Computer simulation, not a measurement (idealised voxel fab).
The name of this process module is voxel trench capacitor.
cross-section cut | 245 nm wide | cells 5 nm
Square cells in a grid make up a cross-section in this document, and the grid is given as bands, listed from the top down, each one or more rows of cells. Look at the band entry: it leads with the top's height and the bottom's height in nm. Then it lists the materials left to right, with a width in nm for each. The word "edge to edge" on a single material says that material fills the band edge to edge. The word "blank" is empty space. Counting heights begins at 0, where everything beneath is, in the wafer as received, one material. The lowest band has no bottom; it goes on downwards, as "z 0 and below" shows. When a width is written as two numbers, as in "30->40", the first number is the width in the top row of cells of the band and the second is the width in its bottom row, and the width changes by the same amount from each row to the next. "no modifications" (step): cross-section cells unchanged, all of them. Voids not open to the top, 8 cells minimum: see "Entrapped void list". Written width x height at distance; distance is from the left edge; nm. It should be noted that, on the line of a given step, the content following the step's settings is a remark produced by the simulator itself with respect to that step. overlay nm: for a step with a mask, the amount by which the mask lay right of where it was planned; a negative amount means left of it.

The process steps that were planned are listed below
1 op RECEIVE | material Si
2 op CONFORMAL_DEP | material SiN | thk nm 5
3 op DIRECTIONAL_DEP | material aC | thk nm 15
4 op PATTERN | tone open | mask id TRENCH | material resist | width nm 15 | pitch nm 35 | thk nm 35 | overlay nm 0
5 op DIRECTIONAL_ETCH | etch materials aC | depth nm 15
6 op STRIP | etch materials resist
7 op DIRECTIONAL_ETCH | etch materials SiN | depth nm 5
8 op DIRECTIONAL_ETCH | etch materials Si | depth nm 35
9 op STRIP | etch materials aC
10 op CONFORMAL_DEP | material SiO2 | thk nm 5
11 op FILL_DEP | material polySi | thk nm 10
12 op CMP | height nm 5

First wafer of two (run as planned)

Cross-section: wafer on arrival = after step 1
	z 0 and below  Si edge to edge
	Entrapped void list: none

Sectional view: wafer, after step 2
	z 5 to 0  SiN edge to edge
	At heights below 0, the structure remains unaltered.

Sectional view: wafer, after step 3
	z 20 to 5  aC edge to edge
	At heights below 5, the structure remains unaltered.

Sectional view: wafer, after step 4
	z 55 to 20  resist 95 nm, then blank 15 nm, then resist 20 nm, then blank 15 nm, then resist 100 nm
	At heights below 20, the structure remains unaltered.

Sectional view: wafer, after step 5
	z 40 to 20  resist 95 nm, then blank 15 nm, then resist 20 nm, then blank 15 nm, then resist 100 nm
	z 20 to 5  aC 95 nm, then blank 15 nm, then aC 20 nm, then blank 15 nm, then aC 100 nm
	At heights below 5, the structure remains unaltered.

Sectional view: wafer, after step 6
	z 20 to 5  aC 95 nm, then blank 15 nm, then aC 20 nm, then blank 15 nm, then aC 100 nm
	At heights below 5, the structure remains unaltered.

Sectional view: wafer, after step 7
	z 20 to 5  aC 95 nm, then blank 15 nm, then aC 20 nm, then blank 15 nm, then aC 100 nm
	z 5 to 0  SiN 95 nm, then blank 15 nm, then SiN 20 nm, then blank 15 nm, then SiN 100 nm
	At heights below 0, the structure remains unaltered.

Sectional view: wafer, after step 8
	z 20 to 5  aC 95 nm, then blank 15 nm, then aC 20 nm, then blank 15 nm, then aC 100 nm
	z 5 to 0  SiN 95 nm, then blank 15 nm, then SiN 20 nm, then blank 15 nm, then SiN 100 nm
	z 0 to -35  Si 95 nm, then blank 15 nm, then Si 20 nm, then blank 15 nm, then Si 100 nm
	At heights below -35, the structure remains unaltered.

Sectional view: wafer, after step 9
	z 5 to 0  SiN 95 nm, then blank 15 nm, then SiN 20 nm, then blank 15 nm, then SiN 100 nm
	At heights below 0, the structure remains unaltered.

Sectional view: wafer, after step 10
	z 10 to 5  SiO2 100 nm, then blank 5 nm, then SiO2 30 nm, then blank 5 nm, then SiO2 105 nm
	z 5 to 0  SiN 95 nm, then SiO2 5 nm, then blank 5 nm, then SiO2 5 nm, then SiN 20 nm, then SiO2 5 nm, then blank 5 nm, then SiO2 5 nm, then SiN 100 nm
	z 0 to -30  Si 95 nm, then SiO2 5 nm, then blank 5 nm, then SiO2 5 nm, then Si 20 nm, then SiO2 5 nm, then blank 5 nm, then SiO2 5 nm, then Si 100 nm
	z -30 to -35  Si 95 nm, then SiO2 15 nm, then Si 20 nm, then SiO2 15 nm, then Si 100 nm
	At heights below -35, the structure remains unaltered.

Sectional view: wafer, after step 11
	z 20 to 10  polySi edge to edge
	z 10 to 5  SiO2 100 nm, then polySi 5 nm, then SiO2 30 nm, then polySi 5 nm, then SiO2 105 nm
	z 5 to 0  SiN 95 nm, then SiO2 5 nm, then polySi 5 nm, then SiO2 5 nm, then SiN 20 nm, then SiO2 5 nm, then polySi 5 nm, then SiO2 5 nm, then SiN 100 nm
	z 0 to -30  Si 95 nm, then SiO2 5 nm, then polySi 5 nm, then SiO2 5 nm, then Si 20 nm, then SiO2 5 nm, then polySi 5 nm, then SiO2 5 nm, then Si 100 nm
	At heights below -30, the structure remains unaltered.

Sectional view: wafer, after step 12
	z 5 to 0  SiN 95 nm, then SiO2 5 nm, then polySi 5 nm, then SiO2 5 nm, then SiN 20 nm, then SiO2 5 nm, then polySi 5 nm, then SiO2 5 nm, then SiN 100 nm
	At heights below 0, the structure remains unaltered.

Here the second wafer is described. Its start and its plan were those of the first wafer. Its run contained one mistake. Up to and including step 3, it did exactly what the first wafer did

What the second wafer looks like in cross-section when step 4 should have wrapped up
	z 55 to 20  resist 95 nm, then blank 20 nm, then resist 15 nm, then blank 20 nm, then resist 95 nm
	At heights below 20, the structure remains unaltered.

What the second wafer looks like in cross-section when step 5 should have wrapped up
	z 40 to 20  resist 95 nm, then blank 20 nm, then resist 15 nm, then blank 20 nm, then resist 95 nm
	z 20 to 5  aC 95 nm, then blank 20 nm, then aC 15 nm, then blank 20 nm, then aC 95 nm
	At heights below 5, the structure remains unaltered.

What the second wafer looks like in cross-section when step 6 should have wrapped up
	z 20 to 5  aC 95 nm, then blank 20 nm, then aC 15 nm, then blank 20 nm, then aC 95 nm
	At heights below 5, the structure remains unaltered.

What the second wafer looks like in cross-section when step 7 should have wrapped up
	z 20 to 5  aC 95 nm, then blank 20 nm, then aC 15 nm, then blank 20 nm, then aC 95 nm
	z 5 to 0  SiN 95 nm, then blank 20 nm, then SiN 15 nm, then blank 20 nm, then SiN 95 nm
	At heights below 0, the structure remains unaltered.

What the second wafer looks like in cross-section when step 8 should have wrapped up
	z 20 to 5  aC 95 nm, then blank 20 nm, then aC 15 nm, then blank 20 nm, then aC 95 nm
	z 5 to 0  SiN 95 nm, then blank 20 nm, then SiN 15 nm, then blank 20 nm, then SiN 95 nm
	z 0 to -35  Si 95 nm, then blank 20 nm, then Si 15 nm, then blank 20 nm, then Si 95 nm
	At heights below -35, the structure remains unaltered.

What the second wafer looks like in cross-section when step 9 should have wrapped up
	z 5 to 0  SiN 95 nm, then blank 20 nm, then SiN 15 nm, then blank 20 nm, then SiN 95 nm
	At heights below 0, the structure remains unaltered.

What the second wafer looks like in cross-section when step 10 should have wrapped up
	z 10 to 5  SiO2 100 nm, then blank 10 nm, then SiO2 25 nm, then blank 10 nm, then SiO2 100 nm
	z 5 to 0  SiN 95 nm, then SiO2 5 nm, then blank 10 nm, then SiO2 5 nm, then SiN 15 nm, then SiO2 5 nm, then blank 10 nm, then SiO2 5 nm, then SiN 95 nm
	z 0 to -30  Si 95 nm, then SiO2 5 nm, then blank 10 nm, then SiO2 5 nm, then Si 15 nm, then SiO2 5 nm, then blank 10 nm, then SiO2 5 nm, then Si 95 nm
	z -30 to -35  Si 95 nm, then SiO2 20 nm, then Si 15 nm, then SiO2 20 nm, then Si 95 nm
	At heights below -35, the structure remains unaltered.

What the second wafer looks like in cross-section when step 11 should have wrapped up
	z 20 to 10  polySi edge to edge
	z 10 to 5  SiO2 100 nm, then polySi 10 nm, then SiO2 25 nm, then polySi 10 nm, then SiO2 100 nm
	z 5 to 0  SiN 95 nm, then SiO2 5 nm, then polySi 10 nm, then SiO2 5 nm, then SiN 15 nm, then SiO2 5 nm, then polySi 10 nm, then SiO2 5 nm, then SiN 95 nm
	z 0 to -30  Si 95 nm, then SiO2 5 nm, then polySi 10 nm, then SiO2 5 nm, then Si 15 nm, then SiO2 5 nm, then polySi 10 nm, then SiO2 5 nm, then Si 95 nm
	At heights below -30, the structure remains unaltered.

What the second wafer looks like in cross-section when step 12 should have wrapped up
	z 5 to 0  SiN 95 nm, then SiO2 5 nm, then polySi 10 nm, then SiO2 5 nm, then SiN 15 nm, then SiO2 5 nm, then polySi 10 nm, then SiO2 5 nm, then SiN 95 nm
	At heights below 0, the structure remains unaltered.
Plan not followed: step 4 off recipe, ran as op PATTERN | tone open | mask id TRENCH | material resist | width nm 20 | pitch nm 35 | thk nm 35 | overlay nm 0
Once processing is complete, comparing cell counts shows that the second wafer has more or fewer of certain materials than the first: 14 fewer of Si | 2 fewer of SiN | 2 more of SiO2 | 14 more of polySi
